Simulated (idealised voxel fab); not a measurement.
process module | voxel gate over fins
This is section cut - it's 240 nm across, gridded in 5 nm square cells.
Square cells in a grid make up a cross-section in this document, and the grid is given as bands, listed from the top down, each one or more rows of cells.
Heads up on the band format: heights come first, top then bottom, in nm. After that it's the materials left to right, each with its width in nm. A single material flagged "full width" fills the whole band edge to edge, and "empty" means there's empty space there.
Height is counted from the level 0, under which the received wafer is composed throughout of one material. The lowest of the bands is not closed at the bottom but continues downward, in the notation "0 down".
Read "30->40" as a graded width: first number on top, second number at the bottom, same change between each pair of neighbouring rows.
"nothing was modified" for a step: no cell of the cross-section changed in that step.
This entry, "Unvented internal voids", enumerates those empty regions of no fewer than 8 cells that possess no open connection to the top. Each region is reported in the form width x height at distance, the distance being taken from the left edge, with all three quantities expressed in nm.
Post-settings text on a step line: simulator's own remark regarding the step.
overlay nm: step with mask; distance mask lay right of planned place; negative value = left of planned place.
[So here's the lineup of process steps we planned]
1: RECEIVE,material Si
2: CONFORMAL_DEP,material SiN,thk nm 5
3: MASKED_ETCH,tone cover,mask id FINS,width nm 15,pitch nm 40,etch materials SiN,depth nm 5,overlay nm 0
4: MASKED_ETCH,tone cover,mask id FINS,width nm 15,pitch nm 40,etch materials Si,depth nm 40,overlay nm 0
5: FILL_DEP,material SiO2,thk nm 10
6: CMP,height nm 5
7: SELECTIVE_ETCH,etch materials SiO2,depth nm 20
8: STRIP,etch materials SiN
9: CONFORMAL_DEP,material HfO2,thk nm 5
10: CONFORMAL_DEP,material TiN,thk nm 5
11: CONFORMAL_DEP,material TiAl,thk nm 5
12: CONFORMAL_DEP,material TiN,thk nm 5
13: FILL_DEP,material W,thk nm 10
14: CMP,height nm 25
15: CONFORMAL_DEP,material SiN,thk nm 5
[Step 1 complete: cross-section of the wafer as received]
0 down: Si full width
Unvented internal voids: none
[Module complete, cross-section. Starting point and plan per above. One mistake made in running the module]
30 to 25: SiN full width
25 to 20: W full width
20 to 15: W=30, then TiN=175, then W=35
15 to 10: W=30, then TiN=5, then TiAl=165, then TiN=5, then W=35
10 to 5: W=30, then TiN=5, then TiAl=5, then TiN=35, then TiAl=5, then TiN=35, then TiAl=5, then TiN=35, then TiAl=5, then TiN=35, then TiAl=5, then TiN=5, then W=35
5 to 0: TiN=35, then TiAl=5, then TiN=5, then HfO2=25, then TiN=5, then TiAl=5, then TiN=5, then HfO2=25, then TiN=5, then TiAl=5, then TiN=5, then HfO2=25, then TiN=5, then TiAl=5, then TiN=5, then HfO2=25, then TiN=5, then TiAl=5, then TiN=40
0 to -5: TiAl=40, then TiN=5, then HfO2=5, then Si=15, then HfO2=5, then TiN=5, then TiAl=5, then TiN=5, then HfO2=5, then Si=15, then HfO2=5, then TiN=5, then TiAl=5, then TiN=5, then HfO2=5, then Si=15, then HfO2=5, then TiN=5, then TiAl=5, then TiN=5, then HfO2=5, then Si=15, then HfO2=5, then TiN=5, then TiAl=45
-5 to -10: TiN=45, then HfO2=5, then Si=15, then HfO2=5, then TiN=5, then TiAl=5, then TiN=5, then HfO2=5, then Si=15, then HfO2=5, then TiN=5, then TiAl=5, then TiN=5, then HfO2=5, then Si=15, then HfO2=5, then TiN=5, then TiAl=5, then TiN=5, then HfO2=5, then Si=15, then HfO2=5, then TiN=50
-10 to -15: HfO2=35, then TiN=10, then HfO2=5, then Si=15, then HfO2=5, then TiN=15, then HfO2=5, then Si=15, then HfO2=5, then TiN=15, then HfO2=5, then Si=15, then HfO2=5, then TiN=15, then HfO2=5, then Si=15, then HfO2=5, then TiN=10, then HfO2=40
-15 to -20: SiO2=30, then HfO2=20, then Si=15, then HfO2=25, then Si=15, then HfO2=25, then Si=15, then HfO2=25, then Si=15, then HfO2=20, then SiO2=35
-20 to -40: SiO2=50, then Si=15, then SiO2=25, then Si=15, then SiO2=25, then Si=15, then SiO2=25, then Si=15, then SiO2=55
-40 down: Si full width
Unvented internal voids: none
Misprocessing identified: order of steps 7 and 8 inverted relative to the plan
